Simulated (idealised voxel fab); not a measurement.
Module name: voxel self aligned vias (process module)
Cross-section cut spans 225 nm and uses square cells 5 nm in size.
When this document writes out a cross-section, it uses a grid of square cells and lists it as bands, beginning at the top and moving down, with a band standing for one or more rows of cells.
Top, bottom (nm), then materials left to right with widths (nm); lone material tagged "throughout" fills the whole band edge to edge; "blank" = empty space.
Heights are measured from 0, the level below which the as-received wafer is all one material; the lowest band has no bottom and continues downward, written as in "z 0 and below".
Width "30->40": first value at the band's top row of cells, second value at its bottom row, equal change from row to row.
You'll sometimes find "no change" written for a step, and that's the way of saying that nowhere in the cross-section did a cell change during that step.
"Enclosed cavity list" enumerates empty spaces isolated from the top, with no open way to it, that contain at least 8 cells, giving each as width x height at distance from the left edge, all three in nm.
Anything after a step's settings on that line? It's the simulator's own note about the step.
"overlay nm" denotes, for a step that has a mask, the displacement of the mask to the right of its planned place, with negative values corresponding to the left.
Here's what the planned process steps look like:
1. RECEIVE, material Si
2. CONFORMAL_DEP, material SiO2, thk nm 15
3. CONFORMAL_DEP, material SiCN, thk nm 5
4. DIRECTIONAL_DEP, material lowk, thk nm 30
5. PATTERN, tone open, mask id LINES, material resist, width nm 25, pitch nm 65, thk nm 20, overlay nm 0
6. DIRECTIONAL_ETCH, etch materials lowk, depth nm 30
7. STRIP, etch materials resist
8. CONFORMAL_DEP, material TiN, thk nm 5
9. FILL_DEP, material Ru, thk nm 10
10. CMP, height nm 50
11. SELECTIVE_ETCH, etch materials W Ru TiN, depth nm 10
12. FILL_DEP, material SiN, thk nm 10
13. CMP, height nm 50
14. DIRECTIONAL_DEP, material lowk, thk nm 15
15. MASKED_ETCH, tone open, mask id VIAS, width nm 35, pitch nm 65, etch materials lowk, depth nm 15, overlay nm 0
16. MASKED_ETCH, tone open, mask id VIAS, width nm 35, pitch nm 65, etch materials SiN, depth nm 10, overlay nm 0
17. CONFORMAL_DEP, material TiN, thk nm 5
18. FILL_DEP, material Ru, thk nm 10
19. CMP, height nm 65
20. CONFORMAL_DEP, material SiCN, thk nm 5
Cross-section of the incoming wafer, state after step 1:
	z 0 and below | Si throughout
	Enclosed cavity list: none
First of two wafers at the end of the module, shown in cross-section; run carried out as planned:
	z 70 to 65 | SiCN throughout
	z 65 to 55 | lowk (60) / TiN (5) / Ru (25) / TiN (5) / lowk (30) / TiN (5) / Ru (25) / TiN (5) / lowk (65)
	z 55 to 45 | lowk (60->65) / TiN (10->5) / Ru (15) / TiN (10->5) / lowk (30->40) / TiN (10->5) / Ru (15) / TiN (10->5) / lowk (65->70)
	z 45 to 40 | lowk (65) / TiN (25) / lowk (40) / TiN (25) / lowk (70)
	z 40 to 25 | lowk (65) / TiN (5) / Ru (15) / TiN (5) / lowk (40) / TiN (5) / Ru (15) / TiN (5) / lowk (70)
	z 25 to 20 | lowk (65) / TiN (25) / lowk (40) / TiN (25) / lowk (70)
	z 20 to 15 | SiCN throughout
	z 15 to 0 | SiO2 throughout
	z 0 and below | Si throughout
	Enclosed cavity list: none
Cross-sectional image of the second wafer of the two following completion of the module. Starting state and process plan were the same as for the first wafer; one execution error occurred:
	z 70 to 65 | SiCN throughout
	z 65 to 45 | lowk (60) / TiN (5) / Ru (25) / TiN (5) / lowk (30) / TiN (5) / Ru (25) / TiN (5) / lowk (65)
	z 45 to 40 | lowk (60) / TiN (35) / lowk (30) / TiN (35) / lowk (65)
	z 40 to 35 | lowk (60) / TiN (10) / Ru (15) / TiN (10) / lowk (30) / TiN (10) / Ru (15) / TiN (10) / lowk (65)
	z 35 to 25 | lowk (65) / TiN (5) / Ru (15) / TiN (5) / lowk (40) / TiN (5) / Ru (15) / TiN (5) / lowk (70)
	z 25 to 20 | lowk (65) / TiN (25) / lowk (40) / TiN (25) / lowk (70)
	z 20 to 15 | SiCN throughout
	z 15 to 0 | SiO2 throughout
	z 0 and below | Si throughout
	Enclosed cavity list: none
So what did we get wrong on this run? execution of plan step 15 occurred twice
Final tally in cells, some materials are higher or lower on the second wafer than on the first: Ru +8; TiN +4; lowk -12
